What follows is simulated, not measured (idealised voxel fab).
voxel self aligned contacts: a process module
285 nm wide, 5 nm square cells: that's cross-section cut.
A cross-section is written here as square cells arranged in a grid, and it is given in bands from the top down, each band taking up one or more rows of cells.
What a band's entry tells you: where the top is and where the bottom is, as heights in nm, and after that what lies inside, material by material from left to right, each with its width in nm. Empty space is written as the word "empty", and a single material marked with the word "edge to edge" occupies the band from edge to edge.
Height datum 0, below which the as-received substrate wafer is one material. Lowest band open at the bottom, running downward: "0..down".
Per-row width for "30->40": begins at first number (top row of band), ends at second number (bottom row), increment between rows held constant.
You'll sometimes find "identical to before" written for a step, and that's the way of saying that nowhere in the cross-section did a cell change during that step.
Listed in "Closed void roster": every empty space of 8 or more cells without an open way to the top. Form: width x height at distance, the distance being from the left edge, all in nm.
after a step's settings: what the simulator itself notes on the step
A step line may carry the setting "overlay nm", which, for steps involving a mask, states the distance by which the mask lay to the right of its intended position; negative values denote displacement to the left.

### Intended process steps
- 1: op RECEIVE | material Si
- 2: op OXIDIZE | depth nm 5
- 3: op DIRECTIONAL_DEP | material polySi | thk nm 20
- 4: op DIRECTIONAL_DEP | material SiN | thk nm 20
- 5: op MASKED_ETCH | tone cover | mask id GATE | width nm 30 | pitch nm 60 | etch materials SiN | depth nm 20 | overlay nm 0
- 6: op MASKED_ETCH | tone cover | mask id GATE | width nm 30 | pitch nm 60 | etch materials polySi | depth nm 20 | overlay nm 0
- 7: op CONFORMAL_DEP | material SiN | thk nm 5
- 8: op DIRECTIONAL_ETCH | etch materials SiN | depth nm 5
- 9: op FILL_DEP | material SiO2 | thk nm 15
- 10: op CMP | height nm 45
- 11: op MASKED_ETCH | tone open | mask id CONTACT | width nm 40 | etch materials SiO2 | depth nm 50 | overlay nm 0
- 12: op CONFORMAL_DEP | material TiN | thk nm 5
- 13: op FILL_DEP | material W | thk nm 10
- 14: op CMP | height nm 45
- 15: op CONFORMAL_DEP | material SiN | thk nm 5

### Incoming wafer, cross-sectional view, post step 1
0..down = Si edge to edge
Closed void roster: none

### Final wafer profile in cross-section after the module, from the same start and plan as above, with one mistake made during processing
50..45 = SiN edge to edge
45..40 = SiO2 120  TiN 15  W 10  TiN 15  SiO2 125
40..20 = SiO2 90  SiN 40  TiN 5  W 10  TiN 5  SiN 40  SiO2 95
20..5 = SiO2 90  SiN 5  polySi 30  SiN 5  TiN 5  W 10  TiN 5  SiN 5  polySi 30  SiN 5  SiO2 95
5..0 = SiO2 90  SiN 5  polySi 30  SiN 5  TiN 20  SiN 5  polySi 30  SiN 5  SiO2 95
0..down = Si edge to edge
Closed void roster: none
It is concluded that the wafer was processed incorrectly with respect to the plan, in that skipped: plan step 2 (never run)
